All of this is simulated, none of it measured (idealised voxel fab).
process module | voxel air gaps
cross-section cut | 300 nm wide | cells 5 nm
A cross-section is a grid of square cells, given in bands from the top down. A band is one or more rows of cells.
Each band's line starts with the height of the band's top and of its bottom, in nm. Then come its materials from left to right, each with its width in nm. One material with "throughout" fills the band from edge to edge. "air" is empty space.
Height 0 is the level under which the wafer as received is all one material. The lowest band goes on downwards, as in "0 down".
A width such as "30 to 40" changes by the same amount from each row of cells to the next, from the band's top row to its bottom row.
"no change" after a step means that no cell of the cross-section changed.
closed voids: empty space of 8 cells or more with no open way to the top, each as width x height at its distance from the left edge, in nm
after a step's settings: what the simulator itself notes on the step
overlay nm, on a step with a mask: how far to the right of its planned place the mask lay; to the left if negative
plan
1 op RECEIVE | material Si
2 op CONFORMAL_DEP | material SiO2 | thk nm 10
3 op CONFORMAL_DEP | material SiN | thk nm 5
4 op DIRECTIONAL_DEP | material SiO2 | thk nm 35
5 op MASKED_ETCH | tone open | mask id LINES | width nm 15 | pitch nm 40 | etch materials SiO2 | depth nm 35 | overlay nm 0
6 op CONFORMAL_DEP | material TiN | thk nm 5
7 op FILL_DEP | material W | thk nm 10
8 op CMP | height nm 50
9 op EPI | material Ru | thk nm 10
10 op SELECTIVE_ETCH | etch materials SiO2 | depth nm 45
11 op CONFORMAL_DEP | material SiCN | thk nm 5
as received, after step 1
  0 down: Si throughout
  closed voids: none
a wafer at the end: this start, this plan, one mistake
  80 to 75: SiCN throughout
  75 to 65: Ru throughout
  65 to 55: W throughout
  55 to 50: TiN 85 | W 5 | TiN 35 | W 5 | TiN 35 | W 5 | TiN 35 | W 5 | TiN 90
  50 to 20: SiO2 80 | TiN 5 | W 5 | TiN 5 | SiO2 25 | TiN 5 | W 5 | TiN 5 | SiO2 25 | TiN 5 | W 5 | TiN 5 | SiO2 25 | TiN 5 | W 5 | TiN 5 | SiO2 85
  20 to 15: SiO2 80 | TiN 15 | SiO2 25 | TiN 15 | SiO2 25 | TiN 15 | SiO2 25 | TiN 15 | SiO2 85
  15 to 10: SiN throughout
  10 to 0: SiO2 throughout
  0 down: Si throughout
  closed voids: none
what went wrong: step 8 was left out
